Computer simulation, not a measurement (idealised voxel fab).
Process module under the name voxel released beams
The figure presents cross-section cut, which has a width of 245 nm and is divided into square cells with an edge length of 5 nm.
Each cross-section below is a grid of square cells, stated as bands in top-down order, with one or more rows of cells making up each band.
Quick guide to a band line: top height, bottom height (nm) up front; then every material left to right with its width in nm. Only one material and it's marked "everywhere"? Then it fills the band edge to edge. And "blank" just means empty space.
Below 0: as-received wafer, all one material; heights counted from there. Lowest band: no bottom, goes on down, written "0 -> down".
The expression "30..40" gives the width at the extremes of the band, the first number at its top row of cells and the second at its bottom row, with the width changing by equal amounts from each row to the next in between.
Where a step carries "nothing different", the cross-section came out of it unchanged, cell for cell.
"Cavities, closed" contains a list of empty spaces, each no smaller than 8 cells and without an open way to the top, written in the form width x height at distance with the distance from the left edge and all three in nm.
The remark found on a step's line after its settings is issued by the simulator itself and pertains to that step.
Regarding "overlay nm": on a step with a mask, it is the distance the mask lay to the right of its planned place; a negative value places it to the left.

Steps in the process plan
1) RECEIVE | material Si
2) CONFORMAL_DEP | material Al2O3 | thk nm 5
3) DIRECTIONAL_DEP | material SiO2 | thk nm 15
4) MASKED_ETCH | tone open | mask id ANCHOR | width nm 25 | etch materials SiO2 | depth nm 15 | overlay nm 0
5) CONFORMAL_DEP | material polySi | thk nm 10
6) MASKED_ETCH | tone cover | mask id BEAM | width nm 70 | etch materials polySi | depth nm 10 | overlay nm 0
7) STRIP | etch materials SiO2

First wafer of two (run as planned)

As received (post step 1): cross-section
    0 -> down | Si everywhere
    Cavities, closed: none

Presented here is a cross-section of the wafer after step 2 has been performed
    5 -> 0 | Al2O3 everywhere
    Nothing below the height 0 has changed.

Presented here is a cross-section of the wafer after step 3 has been performed
    20 -> 5 | SiO2 everywhere
    Nothing below the height 5 has changed.

Presented here is a cross-section of the wafer after step 4 has been performed
    20 -> 5 | 90 SiO2, 25 blank, 130 SiO2
    Nothing below the height 5 has changed.

Presented here is a cross-section of the wafer after step 5 has been performed
    30 -> 20 | 100 polySi, 5 blank, 140 polySi
    20 -> 15 | 90 SiO2, 10 polySi, 5 blank, 10 polySi, 130 SiO2
    15 -> 5 | 90 SiO2, 25 polySi, 130 SiO2
    Nothing below the height 5 has changed.

Presented here is a cross-section of the wafer after step 6 has been performed
    30 -> 20 | 85 blank, 15 polySi, 5 blank, 50 polySi, 90 blank
    Nothing below the height 20 has changed.

Presented here is a cross-section of the wafer after step 7 has been performed
    30 -> 20 | 85 blank, 15 polySi, 5 blank, 50 polySi, 90 blank
    20 -> 15 | 90 blank, 10 polySi, 5 blank, 10 polySi, 130 blank
    15 -> 5 | 90 blank, 25 polySi, 130 blank
    Nothing below the height 5 has changed.

Second wafer, same starting state and plan as the first, one mistake in the run, identical through step 6

Cross-section of the second wafer when, according to plan, step 7 should have finished
    30 -> 20 | 85 blank, 15 polySi, 5 blank, 50 polySi, 90 blank
    20 -> 15 | 90 blank, 10 polySi, 5 blank, 10 polySi, 130 blank
    15 -> 5 | 90 blank, 25 polySi, 130 blank
    Nothing below the height 5 has changed.
Short version of what went wrong: execution of plan step 7 occurred twice
The two wafers wind up with the same cross-section at the end, so whatever this model computes is the same despite the mistake.
